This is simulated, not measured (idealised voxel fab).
process module | voxel gate over fins
cross-section cut | 200 nm wide | cells 5 nm
A cross-section is a grid of square cells, given in bands from the top down. A band is one or more rows of cells.
Each band's line starts with the height of the band's top and of its bottom, in nm. Then come its materials from left to right, each with its width in nm. One material with "throughout" fills the band from edge to edge. "air" is empty space.
Height 0 is the level under which the wafer as received is all one material. The lowest band goes on downwards, as in "0 down".
A width such as "30 to 40" changes by the same amount from each row of cells to the next, from the band's top row to its bottom row.
"no change" after a step means that no cell of the cross-section changed.
closed voids: empty space of 8 cells or more with no open way to the top, each as width x height at its distance from the left edge, in nm
after a step's settings: what the simulator itself notes on the step
overlay nm, on a step with a mask: how far to the right of its planned place the mask lay; to the left if negative
plan
1 op RECEIVE | material Si
2 op CONFORMAL_DEP | material SiN | thk nm 10
3 op PATTERN | tone cover | mask id FINS | material resist | width nm 15 | pitch nm 35 | thk nm 15 | overlay nm 0
4 op DIRECTIONAL_ETCH | etch materials SiN | depth nm 10
5 op DIRECTIONAL_ETCH | etch materials Si | depth nm 40
6 op STRIP | etch materials resist
7 op OXIDIZE | depth nm 5
8 op FILL_DEP | material SiO2 | thk nm 5
9 op CMP | height nm 10
10 op SELECTIVE_ETCH | etch materials SiO2 | depth nm 10
11 op STRIP | etch materials SiN
12 op CONFORMAL_DEP | material HfO2 | thk nm 5
13 op CONFORMAL_DEP | material TiN | thk nm 5
14 op FILL_DEP | material W | thk nm 15
15 op CMP | height nm 20
16 op CONFORMAL_DEP | material SiCN | thk nm 10
varied across the wafers: depth nm of step 10. The plan shows the first wafer's value. All wafers start alike
first wafer as received, after step 1
  0 down: Si throughout
  closed voids: none
first wafer at the end, after step 16
  30 to 20: SiCN throughout
  20 to 10: W throughout
  10 to 5: TiN throughout
  5 to 0: HfO2 throughout
  0 to -45: SiO2 80 | Si 5 | SiO2 30 | Si 5 | SiO2 80
  -45 down: Si throughout
  closed voids: none
last wafer at the end
  30 to 20: SiCN throughout
  20 to 10: W throughout
  10 to 5: W 70 | TiN 25 | W 10 | TiN 25 | W 70
  5 to 0: W 70 | TiN 5 | HfO2 15 | TiN 5 | W 10 | TiN 5 | HfO2 15 | TiN 5 | W 70
  0 to -15: W 70 | TiN 5 | HfO2 5 | Si 5 | HfO2 5 | TiN 5 | W 10 | TiN 5 | HfO2 5 | Si 5 | HfO2 5 | TiN 5 | W 70
  -15 to -20: TiN 75 | HfO2 5 | Si 5 | HfO2 5 | TiN 20 | HfO2 5 | Si 5 | HfO2 5 | TiN 75
  -20 to -25: HfO2 80 | Si 5 | HfO2 30 | Si 5 | HfO2 80
  -25 to -45: SiO2 80 | Si 5 | SiO2 30 | Si 5 | SiO2 80
  -45 down: Si throughout
  closed voids: none
each wafer at the end: cells of each material gained (+) or lost (-) since it was received, then its closed voids
depth nm 10 | +40 HfO2 | -342 Si | +80 SiCN | +342 SiO2 | +40 TiN | +80 W | closed voids: none
depth nm 15 | +44 HfO2 | -342 Si | +80 SiCN | +304 SiO2 | +44 TiN | +110 W | closed voids: none
depth nm 20 | +48 HfO2 | -342 Si | +80 SiCN | +266 SiO2 | +48 TiN | +140 W | closed voids: none
depth nm 25 | +52 HfO2 | -342 Si | +80 SiCN | +228 SiO2 | +52 TiN | +170 W | closed voids: none
depth nm 30 | +56 HfO2 | -342 Si | +80 SiCN | +190 SiO2 | +56 TiN | +200 W | closed voids: none
depth nm 35 | +60 HfO2 | -342 Si | +80 SiCN | +152 SiO2 | +60 TiN | +230 W | closed voids: none
